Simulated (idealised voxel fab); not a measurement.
The name of this process module is voxel fin reveal.
Xsec cut, 245 nm wide, square cell size 5 nm.
Throughout this document, each cross-section is represented as a grid of square cells and is presented as a sequence of bands enumerated from the top downward, where a band comprises one or more rows of cells.
The band entry comprises the height of the band's top followed by the height of its bottom, expressed in nm, and subsequently the band's materials from left to right, each stated together with its width in nm. Where a single material is marked with the word "everywhere", that material fills the band from edge to edge. The word "air" represents empty space.
Heights from 0 (as-received wafer is one material below). Bottom band endless downward, as "0 down".
So if you see something like "30 to 40" for the width, read it as the top row of the band sitting at the first number and the bottom row at the second, with every row in between moving by the same amount as the last.
What does "all unchanged" mean for a step? It means no cell of the cross-section changed in that step.
So "Enclosed cavities" is basically the list of trapped voids: any empty space of 8 cells or more that can't reach the top through an opening. They're written width x height at distance, the distance being from the left edge, and it's all nm.
Step line, after settings: the simulator's comment on this step.
The setting "overlay nm" may be written on the line of a step. When the step uses a mask, the value reports how far to the right of the planned place the mask lay, and a negative value reports that it lay to the left.

Here's what the planned process steps look like:
- 1: RECEIVE: material Si
- 2: CONFORMAL_DEP: material SiN, thk nm 10
- 3: MASKED_ETCH: tone cover, mask id FINS, width nm 15, pitch nm 40, etch materials SiN, depth nm 10, overlay nm 0
- 4: MASKED_ETCH: tone cover, mask id FINS, width nm 15, pitch nm 40, etch materials Si, depth nm 35, overlay nm 0
- 5: OXIDIZE: depth nm 5
- 6: FILL_DEP: material SiO2, thk nm 15
- 7: CMP: height nm 10
- 8: SELECTIVE_ETCH: etch materials SiO2, depth nm 30
- 9: STRIP: etch materials SiN

This is the cross-section of the wafer as we received it, i.e. after step 1:
  0 down | Si everywhere
  Enclosed cavities: none

Cross-section at module end, one run error; start and plan unchanged from above:
  0 to -5 | air 95 | Si 5 | air 35 | Si 5 | air 105
  -5 to -20 | air 95 | Si 10 | air 30 | Si 10 | air 100
  -20 to -40 | SiO2 95 | Si 10 | SiO2 30 | Si 10 | SiO2 100
  -40 down | Si everywhere
  Enclosed cavities: none
Where did the run depart from the plan? step 3, actual vs plan mismatch, actual run MASKED_ETCH: tone cover, mask id FINS, width nm 15, pitch nm 40, etch materials SiN, depth nm 10, overlay nm -5
